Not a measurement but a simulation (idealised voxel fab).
Herein follows the process module entitled voxel fin reveal.
The figure presents cross-section cut, which has a width of 275 nm and is divided into square cells with an edge length of 5 nm.
Bands, listed from the top down, are how a cross-section gets written in this document; the cross-section itself is a grid of square cells, and a band is one or more rows of them. Band: top height; bottom height; in nm. Then, left to right: material with width in nm, for each material. "everywhere": a single material spanning edge to edge. "air": empty space. Basically, 0 is our baseline, since under it the wafer straight out of the box is all one material. The bottom band has no lower end and keeps on going down, so it looks like "0..down". A width such as "30..40" changes by the same amount from each row of cells to the next, from the band's top row to its bottom row. "no alterations made" for a step: no cell of the cross-section changed in that step. If an empty space has no open way to the top and is at least 8 cells in size, "Unvented cavities" lists it, written width x height at distance, where distance is measured from the left edge and every value is in nm. Step line, after settings: the simulator's comment on this step. "overlay nm" on a masked step: distance the mask lay right of its planned place, negative for left. In what follows, pairs of cross-sections are presented, each taken before and after one process step, with the after cross-section shown only down to the lowest band that was altered; the step, together with its settings, is stated below the pair. The pairs may stem from different runs of this module on the same starting wafer; accordingly, a pair should be taken as continuing from the one above it solely where its entry headed "Prior to step" indicates as much.

Prior to step:
    0..down  Si everywhere
    Unvented cavities: none

State After Step:
    10..0  SiN everywhere
    Beneath the level 0, the cross-section is identical to its previous state.
    Unvented cavities: none
Can you name the step between the two cross-sections above? It is CONFORMAL_DEP: material SiN, thk nm 10

Prior to step: equal to the after panel directly above.

State After Step:
    10..0  70 nm air | 15 nm SiN | 25 nm air | 15 nm SiN | 25 nm air | 15 nm SiN | 25 nm air | 15 nm SiN | 70 nm air
    Beneath the level 0, the cross-section is identical to its previous state.
    Unvented cavities: none
Can you name the step between the two cross-sections above? It is MASKED_ETCH: tone cover, mask id FINS, width nm 15, pitch nm 40, etch materials SiN, depth nm 10, overlay nm 0

Prior to step: equal to the after panel directly above.

State After Step:
    10..0  70 nm air | 15 nm SiN | 25 nm air | 15 nm SiN | 25 nm air | 15 nm SiN | 25 nm air | 15 nm SiN | 70 nm air
    0..-30  70 nm air | 15 nm Si | 25 nm air | 15 nm Si | 25 nm air | 15 nm Si | 25 nm air | 15 nm Si | 70 nm air
    Beneath the level -30, the cross-section is identical to its previous state.
    Unvented cavities: none
Can you name the step between the two cross-sections above? It is MASKED_ETCH: tone cover, mask id FINS, width nm 15, pitch nm 40, etch materials Si, depth nm 30, overlay nm 0

Prior to step: equal to the after panel directly above.

State After Step:
    25..10  SiO2 everywhere
    10..0  70 nm SiO2 | 15 nm SiN | 25 nm SiO2 | 15 nm SiN | 25 nm SiO2 | 15 nm SiN | 25 nm SiO2 | 15 nm SiN | 70 nm SiO2
    0..-30  70 nm SiO2 | 15 nm Si | 25 nm SiO2 | 15 nm Si | 25 nm SiO2 | 15 nm Si | 25 nm SiO2 | 15 nm Si | 70 nm SiO2
    Beneath the level -30, the cross-section is identical to its previous state.
    Unvented cavities: none
Can you name the step between the two cross-sections above? It is FILL_DEP: material SiO2, thk nm 15

Prior to step: equal to the after panel directly above.

State After Step:
    10..0  70 nm SiO2 | 15 nm SiN | 25 nm SiO2 | 15 nm SiN | 25 nm SiO2 | 15 nm SiN | 25 nm SiO2 | 15 nm SiN | 70 nm SiO2
    Beneath the level 0, the cross-section is identical to its previous state.
    Unvented cavities: none
Can you name the step between the two cross-sections above? It is CMP: height nm 10

Prior to step: equal to the after panel directly above.

State After Step:
    10..0  70 nm air | 15 nm SiN | 25 nm air | 15 nm SiN | 25 nm air | 15 nm SiN | 25 nm air | 15 nm SiN | 70 nm air
    0..-10  70 nm air | 15 nm Si | 25 nm air | 15 nm Si | 25 nm air | 15 nm Si | 25 nm air | 15 nm Si | 70 nm air
    Beneath the level -10, the cross-section is identical to its previous state.
    Unvented cavities: none
Can you name the step between the two cross-sections above? It is SELECTIVE_ETCH: etch materials SiO2, depth nm 20

Prior to step: equal to the after panel directly above.

State After Step:
    0..-10  70 nm air | 15 nm Si | 25 nm air | 15 nm Si | 25 nm air | 15 nm Si | 25 nm air | 15 nm Si | 70 nm air
    Beneath the level -10, the cross-section is identical to its previous state.
    Unvented cavities: none
Can you name the step between the two cross-sections above? It is STRIP: etch materials SiN

Prior to step:
    25..10  SiO2 everywhere
    10..0  70 nm SiO2 | 15 nm SiN | 25 nm SiO2 | 15 nm SiN | 25 nm SiO2 | 15 nm SiN | 25 nm SiO2 | 15 nm SiN | 70 nm SiO2
    0..-30  70 nm SiO2 | 15 nm Si | 25 nm SiO2 | 15 nm Si | 25 nm SiO2 | 15 nm Si | 25 nm SiO2 | 15 nm Si | 70 nm SiO2
    -30..down  Si everywhere
    Unvented cavities: none

State After Step:
    10..5  70 nm air | 15 nm SiN | 25 nm air | 15 nm SiN | 25 nm air | 15 nm SiN | 25 nm air | 15 nm SiN | 70 nm air
    Beneath the level 5, the cross-section is identical to its previous state.
    Unvented cavities: none
Can you name the step between the two cross-sections above? It is SELECTIVE_ETCH: etch materials SiO2, depth nm 20

Prior to step: equal to the after panel directly above.

State After Step:
    5..0  70 nm SiO2 | 15 nm air | 25 nm SiO2 | 15 nm air | 25 nm SiO2 | 15 nm air | 25 nm SiO2 | 15 nm air | 70 nm SiO2
    Beneath the level 0, the cross-section is identical to its previous state.
    Unvented cavities: none
Can you name the step between the two cross-sections above? It is STRIP: etch materials SiN

Prior to step:
    10..0  70 nm air | 15 nm SiN | 25 nm air | 15 nm SiN | 25 nm air | 15 nm SiN | 25 nm air | 15 nm SiN | 70 nm air
    0..-30  70 nm air | 15 nm Si | 25 nm air | 15 nm Si | 25 nm air | 15 nm Si | 25 nm air | 15 nm Si | 70 nm air
    -30..down  Si everywhere
    Unvented cavities: none

State After Step:
    10..0  70 nm air | 15 nm SiN | 25 nm air | 15 nm SiN | 25 nm air | 15 nm SiN | 25 nm air | 15 nm SiN | 70 nm air
    0..-60  70 nm air | 15 nm Si | 25 nm air | 15 nm Si | 25 nm air | 15 nm Si | 25 nm air | 15 nm Si | 70 nm air
    Beneath the level -60, the cross-section is identical to its previous state.
    Unvented cavities: none
Can you name the step between the two cross-sections above? It is MASKED_ETCH: tone cover, mask id FINS, width nm 15, pitch nm 40, etch materials Si, depth nm 30, overlay nm 0

Prior to step: equal to the after panel directly above.

State After Step:
    25..10  SiO2 everywhere
    10..0  70 nm SiO2 | 15 nm SiN | 25 nm SiO2 | 15 nm SiN | 25 nm SiO2 | 15 nm SiN | 25 nm SiO2 | 15 nm SiN | 70 nm SiO2
    0..-60  70 nm SiO2 | 15 nm Si | 25 nm SiO2 | 15 nm Si | 25 nm SiO2 | 15 nm Si | 25 nm SiO2 | 15 nm Si | 70 nm SiO2
    Beneath the level -60, the cross-section is identical to its previous state.
    Unvented cavities: none
Can you name the step between the two cross-sections above? It is FILL_DEP: material SiO2, thk nm 15

Prior to step: equal to the after panel directly above.

State After Step:
    10..0  70 nm SiO2 | 15 nm SiN | 25 nm SiO2 | 15 nm SiN | 25 nm SiO2 | 15 nm SiN | 25 nm SiO2 | 15 nm SiN | 70 nm SiO2
    Beneath the level 0, the cross-section is identical to its previous state.
    Unvented cavities: none
Can you name the step between the two cross-sections above? It is CMP: height nm 10

Prior to step: equal to the after panel directly above.

State After Step:
    10..0  70 nm air | 15 nm SiN | 25 nm air | 15 nm SiN | 25 nm air | 15 nm SiN | 25 nm air | 15 nm SiN | 70 nm air
    0..-10  70 nm air | 15 nm Si | 25 nm air | 15 nm Si | 25 nm air | 15 nm Si | 25 nm air | 15 nm Si | 70 nm air
    Beneath the level -10, the cross-section is identical to its previous state.
    Unvented cavities: none
Can you name the step between the two cross-sections above? It is SELECTIVE_ETCH: etch materials SiO2, depth nm 20

Prior to step: equal to the after panel directly above.

State After Step:
    0..-10  70 nm air | 15 nm Si | 25 nm air | 15 nm Si | 25 nm air | 15 nm Si | 25 nm air | 15 nm Si | 70 nm air
    Beneath the level -10, the cross-section is identical to its previous state.
    Unvented cavities: none
Can you name the step between the two cross-sections above? It is STRIP: etch materials SiN

Prior to step:
    10..0  70 nm SiO2 | 15 nm SiN | 25 nm SiO2 | 15 nm SiN | 25 nm SiO2 | 15 nm SiN | 25 nm SiO2 | 15 nm SiN | 70 nm SiO2
    0..-30  70 nm SiO2 | 15 nm Si | 25 nm SiO2 | 15 nm Si | 25 nm SiO2 | 15 nm Si | 25 nm SiO2 | 15 nm Si | 70 nm SiO2
    -30..down  Si everywhere
    Unvented cavities: none

State After Step:
    10..0  70 nm SiO2 | 15 nm air | 25 nm SiO2 | 15 nm air | 25 nm SiO2 | 15 nm air | 25 nm SiO2 | 15 nm air | 70 nm SiO2
    Beneath the level 0, the cross-section is identical to its previous state.
    Unvented cavities: none
Can you name the step between the two cross-sections above? It is STRIP: etch materials SiN

Prior to step: equal to the after panel directly above.

State After Step:
    0..-10  70 nm air | 15 nm Si | 25 nm air | 15 nm Si | 25 nm air | 15 nm Si | 25 nm air | 15 nm Si | 70 nm air
    -10..-20  50 nm SiO2 | 20 nm air | 15 nm Si | 25 nm air | 15 nm Si | 25 nm air | 15 nm Si | 25 nm air | 15 nm Si | 20 nm air | 50 nm SiO2
    Beneath the level -20, the cross-section is identical to its previous state.
    Unvented cavities: none
Can you name the step between the two cross-sections above? It is SELECTIVE_ETCH: etch materials SiO2, depth nm 20

Prior to step:
    10..0  70 nm air | 15 nm SiN | 25 nm air | 15 nm SiN | 25 nm air | 15 nm SiN | 25 nm air | 15 nm SiN | 70 nm air
    0..down  Si everywhere
    Unvented cavities: none

State After Step:
    10..0  70 nm air | 15 nm SiN | 25 nm air | 15 nm SiN | 25 nm air | 15 nm SiN | 25 nm air | 15 nm SiN | 70 nm air
    0..-20  70 nm air | 15 nm Si | 25 nm air | 15 nm Si | 25 nm air | 15 nm Si | 25 nm air | 15 nm Si | 70 nm air
    Beneath the level -20, the cross-section is identical to its previous state.
    Unvented cavities: none
Can you name the step between the two cross-sections above? It is MASKED_ETCH: tone cover, mask id FINS, width nm 15, pitch nm 40, etch materials Si, depth nm 20, overlay nm 0

Prior to step: equal to the after panel directly above.

State After Step:
    25..10  SiO2 everywhere
    10..0  70 nm SiO2 | 15 nm SiN | 25 nm SiO2 | 15 nm SiN | 25 nm SiO2 | 15 nm SiN | 25 nm SiO2 | 15 nm SiN | 70 nm SiO2
    0..-20  70 nm SiO2 | 15 nm Si | 25 nm SiO2 | 15 nm Si | 25 nm SiO2 | 15 nm Si | 25 nm SiO2 | 15 nm Si | 70 nm SiO2
    Beneath the level -20, the cross-section is identical to its previous state.
    Unvented cavities: none
Can you name the step between the two cross-sections above? It is FILL_DEP: material SiO2, thk nm 15

Prior to step: equal to the after panel directly above.

State After Step:
    10..0  70 nm SiO2 | 15 nm SiN | 25 nm SiO2 | 15 nm SiN | 25 nm SiO2 | 15 nm SiN | 25 nm SiO2 | 15 nm SiN | 70 nm SiO2
    Beneath the level 0, the cross-section is identical to its previous state.
    Unvented cavities: none
Can you name the step between the two cross-sections above? It is CMP: height nm 10

Prior to step: equal to the after panel directly above.

State After Step:
    10..0  70 nm air | 15 nm SiN | 25 nm air | 15 nm SiN | 25 nm air | 15 nm SiN | 25 nm air | 15 nm SiN | 70 nm air
    0..-10  70 nm air | 15 nm Si | 25 nm air | 15 nm Si | 25 nm air | 15 nm Si | 25 nm air | 15 nm Si | 70 nm air
    Beneath the level -10, the cross-section is identical to its previous state.
    Unvented cavities: none
Can you name the step between the two cross-sections above? It is SELECTIVE_ETCH: etch materials SiO2, depth nm 20

Prior to step: equal to the after panel directly above.

State After Step:
    0..-10  70 nm air | 15 nm Si | 25 nm air | 15 nm Si | 25 nm air | 15 nm Si | 25 nm air | 15 nm Si | 70 nm air
    Beneath the level -10, the cross-section is identical to its previous state.
    Unvented cavities: none
Can you name the step between the two cross-sections above? It is STRIP: etch materials SiN

Prior to step:
    10..0  70 nm air | 15 nm SiN | 25 nm air | 15 nm SiN | 25 nm air | 15 nm SiN | 25 nm air | 15 nm SiN | 70 nm air
    0..-10  70 nm air | 15 nm Si | 25 nm air | 15 nm Si | 25 nm air | 15 nm Si | 25 nm air | 15 nm Si | 70 nm air
    -10..-30  70 nm SiO2 | 15 nm Si | 25 nm SiO2 | 15 nm Si | 25 nm SiO2 | 15 nm Si | 25 nm SiO2 | 15 nm Si | 70 nm SiO2
    -30..down  Si everywhere
    Unvented cavities: none

State After Step:
    10..0  70 nm air | 15 nm SiN | 25 nm air | 15 nm SiN | 25 nm air | 15 nm SiN | 25 nm air | 15 nm SiN | 70 nm air
    0..-30  70 nm air | 15 nm Si | 25 nm air | 15 nm Si | 25 nm air | 15 nm Si | 25 nm air | 15 nm Si | 70 nm air
    Beneath the level -30, the cross-section is identical to its previous state.
    Unvented cavities: none
Can you name the step between the two cross-sections above? It is STRIP: etch materials SiO2
